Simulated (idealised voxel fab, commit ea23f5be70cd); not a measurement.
process module | voxel tone inversion
cross-section cut | 250 nm wide | cells 5 nm
A cross-section is a grid of square cells, given in bands from the top down. A band is one or more rows of cells.
Each band's line starts with the height of the band's top and of its bottom, in nm. Then come its materials from left to right, each with its width in nm. One material with "throughout" fills the band from edge to edge. "air" is empty space.
Height 0 is the level under which the wafer as received is all one material. The lowest band goes on downwards, as in "0 down".
A width such as "30 to 40" changes by the same amount from each row of cells to the next, from the band's top row to its bottom row.
"no change" after a step means that no cell of the cross-section changed.
closed voids: empty space of 8 cells or more with no open way to the top, each as width x height at its distance from the left edge, in nm
after a step's settings: what the simulator itself notes on the step
overlay nm, on a step with a mask: how far to the right of its planned place the mask lay; to the left if negative
plan
1 op RECEIVE | material Si
2 op CONFORMAL_DEP | material SiN | thk nm 5
3 op DIRECTIONAL_DEP | material polySi | thk nm 15
4 op PATTERN | tone cover | mask id POSTS | material resist | width nm 15 | pitch nm 45 | thk nm 20 | overlay nm 0
5 op DIRECTIONAL_ETCH | etch materials polySi | depth nm 5
6 op STRIP | etch materials resist
7 op FILL_DEP | material SiO2 | thk nm 5
8 op CMP | height nm 20
9 op STRIP | etch materials polySi
10 op CONFORMAL_DEP | material TiN | thk nm 5
11 op FILL_DEP | material Ru | thk nm 10
12 op CMP | height nm 20
13 op CONFORMAL_DEP | material SiN | thk nm 5
varied across the wafers: depth nm of step 5. The plan shows the first wafer's value. All wafers start alike
first wafer as received, after step 1
  0 down: Si throughout
  closed voids: none
first wafer at the end, after step 13
  25 to 20: SiN throughout
  20 to 10: Ru throughout
  10 to 5: TiN throughout
  5 to 0: SiN throughout
  0 down: Si throughout
  closed voids: none
last wafer at the end
  25 to 20: SiN throughout
  20 to 10: SiO2 50 | TiN 5 | Ru 5 | TiN 5 | SiO2 30 | TiN 5 | Ru 5 | TiN 5 | SiO2 30 | TiN 5 | Ru 5 | TiN 5 | SiO2 30 | TiN 5 | Ru 5 | TiN 5 | SiO2 50
  10 to 5: SiO2 50 | TiN 15 | SiO2 30 | TiN 15 | SiO2 30 | TiN 15 | SiO2 30 | TiN 15 | SiO2 50
  5 to 0: SiN throughout
  0 down: Si throughout
  closed voids: none
each wafer at the end: cells of each material gained (+) or lost (-) since it was received, then its closed voids
depth nm 5 | +100 Ru | +100 SiN | +50 TiN | closed voids: none
depth nm 10 | +100 Ru | +100 SiN | +50 TiN | closed voids: none
depth nm 15 | +8 Ru | +100 SiN | +114 SiO2 | +28 TiN | closed voids: none
depth nm 20 | +8 Ru | +100 SiN | +114 SiO2 | +28 TiN | closed voids: none
depth nm 25 | +8 Ru | +100 SiN | +114 SiO2 | +28 TiN | closed voids: none
depth nm 30 | +8 Ru | +100 SiN | +114 SiO2 | +28 TiN | closed voids: none
